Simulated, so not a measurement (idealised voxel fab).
Process module name: voxel lift off
The figure presents cross-section cut, which has a width of 170 nm and is divided into square cells with an edge length of 5 nm.
Cross-sections here: square-cell grids, written as top-down lists of bands, a band being one or more rows of cells. It is stipulated that each band's entry specify, in nanometres, the height of the top of the band and then that of its bottom, followed by the materials of the band in left-to-right sequence, each together with its width in nanometres. A single material marked by the word "all across" is understood to fill the band from edge to edge; the word "empty" is understood to denote empty space. Heights are measured from 0, the level below which the as-received wafer is all one material; the lowest band has no bottom and continues downward, written as in "0 down". Width spec "30..40" -> top row of cells at first value, bottom row at second value, equal per-row change in between. What does "nothing changed" mean for a step? It means no cell of the cross-section changed in that step. So "closed voids" is basically the list of trapped voids: any empty space of 8 cells or more that can't reach the top through an opening. They're written width x height at distance, the distance being from the left edge, and it's all nm. The remark found on a step's line after its settings is issued by the simulator itself and pertains to that step. On any step carrying a mask, the "overlay nm" setting, if present on the step's line, tells how far right of its planned place the mask lay; negative values point to the left.
## Here's what the planned process steps look like
1) RECEIVE with material Si
2) CONFORMAL_DEP with material SiO2, thk nm 5
3) PATTERN with tone open, mask id LINES, material resist, width nm 30, pitch nm 60, thk nm 25, overlay nm 0
4) DIRECTIONAL_DEP with material Ru, thk nm 15
5) STRIP with etch materials resist
6) CONFORMAL_DEP with material SiCN, thk nm 5
## Wafer at receipt (post step 1), cross-section
    0 down = Si all across
    closed voids: none
## End state of the module in cross-section, given the above starting point and plan and one mistake in execution
    30 to 25 = 35 nm empty | 40 nm SiCN | 20 nm empty | 40 nm SiCN | 35 nm empty
    25 to 10 = 35 nm empty | 5 nm SiCN | 30 nm Ru | 5 nm SiCN | 20 nm empty | 5 nm SiCN | 30 nm Ru | 5 nm SiCN | 35 nm empty
    10 to 5 = 40 nm SiCN | 30 nm Ru | 30 nm SiCN | 30 nm Ru | 40 nm SiCN
    5 to 0 = SiO2 all across
    0 down = Si all across
    closed voids: none
Heads up, the wafer didn't run the way we planned it: step 4 did not happen as planned, as run it was DIRECTIONAL_DEP with material Ru, thk nm 20
